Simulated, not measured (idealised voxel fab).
The process module that follows is named voxel spacer lines.
The cross-section shown here is cut; it is 285 nm wide and divided into square cells measuring 5 nm on a side.
A cross-section in this document is a grid of square cells, and it is written down as bands, the top band listed before the ones below it; a band is made up of one or more rows of cells.
Band: top height; bottom height; in nm. Then, left to right: material with width in nm, for each material. "throughout": a single material spanning edge to edge. "empty": empty space.
Counting heights begins at 0, where everything beneath is, in the wafer as received, one material. The lowest band has no bottom; it goes on downwards, as "0 and below" shows.
It should be noted that a width expressed as "30..40" varies in equal increments from row to row of cells within the band, taking the value of the first number at the top row and that of the second number at the bottom row.
Reading "remained unchanged" for a step: not a cell of the cross-section changed in it.
Enclosed voids (no open way to top), threshold 8 cells or more, entry "Closed void register", notation width x height at distance, distance from left edge, nm.
Step line, after settings: the simulator's comment on this step.
Among the settings permitted on a step's line is "overlay nm"; applied to a step with a mask, it specifies the extent to which the mask lay to the right of its planned position, whereas a negative figure signifies a position to the left.

Process steps - plan:
1,RECEIVE (material Si)
2,CONFORMAL_DEP (material Al2O3; thk nm 10)
3,DIRECTIONAL_DEP (material W; thk nm 10)
4,DIRECTIONAL_DEP (material polySi; thk nm 30)
5,PATTERN (tone cover; mask id MANDREL; material resist; width nm 20; pitch nm 60; thk nm 40; overlay nm 0)
6,DIRECTIONAL_ETCH (etch materials polySi; depth nm 30)
7,STRIP (etch materials resist)
8,CONFORMAL_DEP (material SiO2; thk nm 10)
9,DIRECTIONAL_ETCH (etch materials SiO2; depth nm 10)
10,STRIP (etch materials polySi)
11,DIRECTIONAL_ETCH (etch materials W; depth nm 10)
12,STRIP (etch materials SiO2)

Shown in cross-section is the wafer as received, that is, as it stands after step 1:
	0 and below | Si throughout
	Closed void register: none

Module complete - cross-section of the first of two wafers, run according to plan:
	20 down to 10 | empty: 90, W: 10, empty: 20, W: 10, empty: 20, W: 10, empty: 20, W: 10, empty: 95
	10 down to 0 | Al2O3 throughout
	0 and below | Si throughout
	Closed void register: none

So this is wafer number two of the two, cut at the end of the module - it started where the first did and had the same plan, we just got one thing wrong running it:
	10 down to 0 | empty: 90, W: 10, empty: 20, W: 10, empty: 20, W: 10, empty: 20, W: 10, empty: 95
	0 and below | Si throughout
	Closed void register: none
Misprocessing identified: step 2 of the plan was omitted and not executed
The closing comparison, in cells, has the second wafer with more or fewer of some materials than the first: Al2O3 -114
